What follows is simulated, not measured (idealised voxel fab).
process module | voxel ribs on slabs
cross-section cut | 175 nm wide | cells 5 nm
A cross-section is a grid of square cells, given in bands from the top down. A band is one or more rows of cells.
Each band's line starts with the height of the band's top and of its bottom, in nm. Then come its materials from left to right, each with its width in nm. One material with "throughout" fills the band from edge to edge. "air" is empty space.
Height 0 is the level under which the wafer as received is all one material. The lowest band goes on downwards, as in "0 down".
A width such as "30 to 40" changes by the same amount from each row of cells to the next, from the band's top row to its bottom row.
"no change" after a step means that no cell of the cross-section changed.
closed voids: empty space of 8 cells or more with no open way to the top, each as width x height at its distance from the left edge, in nm
after a step's settings: what the simulator itself notes on the step
overlay nm, on a step with a mask: how far to the right of its planned place the mask lay; to the left if negative
plan
1 op RECEIVE | material Si
2 op DIRECTIONAL_DEP | material SiO2 | thk nm 25
3 op DIRECTIONAL_DEP | material SiN | thk nm 15
4 op MASKED_ETCH | tone cover | mask id RIB | width nm 30 | etch materials SiN | depth nm 10 | overlay nm 0
5 op DIRECTIONAL_DEP | material aC | thk nm 10
6 op PATTERN | tone cover | mask id SLAB | material resist | width nm 50 | thk nm 30 | overlay nm 0
7 op DIRECTIONAL_ETCH | etch materials aC | depth nm 10
8 op STRIP | etch materials resist
9 op DIRECTIONAL_ETCH | etch materials SiN | depth nm 5
10 op STRIP | etch materials aC
11 op FILL_DEP | material SiO2 | thk nm 20
12 op CMP | height nm 55
13 op DIRECTIONAL_DEP | material TiN | thk nm 10
14 op MASKED_ETCH | tone cover | mask id HEATER | width nm 40 | etch materials TiN | depth nm 10 | overlay nm 0
15 op CONFORMAL_DEP | material SiN | thk nm 10
varied across the wafers: width nm of step 6. The plan shows the first wafer's value. All wafers start alike
first wafer as received, after step 1
  0 down: Si throughout
  closed voids: none
first wafer at the end, after step 15
  75 to 65: air 55 | SiN 60 | air 60
  65 to 55: SiN 65 | TiN 40 | SiN 70
  55 to 40: SiO2 throughout
  40 to 30: SiO2 70 | SiN 30 | SiO2 75
  30 to 25: SiO2 60 | SiN 50 | SiO2 65
  25 to 0: SiO2 throughout
  0 down: Si throughout
  closed voids: none
last wafer at the end
  75 to 65: air 55 | SiN 60 | air 60
  65 to 55: SiN 65 | TiN 40 | SiN 70
  55 to 40: SiO2 throughout
  40 to 30: SiO2 70 | SiN 30 | SiO2 75
  30 to 25: SiO2 50 | SiN 75 | SiO2 50
  25 to 0: SiO2 throughout
  0 down: Si throughout
  closed voids: none
each wafer at the end: cells of each material gained (+) or lost (-) since it was received, then its closed voids
width nm 50 | +100 SiN | +363 SiO2 | +16 TiN | closed voids: none
width nm 55 | +101 SiN | +362 SiO2 | +16 TiN | closed voids: none
width nm 60 | +102 SiN | +361 SiO2 | +16 TiN | closed voids: none
width nm 65 | +103 SiN | +360 SiO2 | +16 TiN | closed voids: none
width nm 70 | +104 SiN | +359 SiO2 | +16 TiN | closed voids: none
width nm 75 | +105 SiN | +358 SiO2 | +16 TiN | closed voids: none
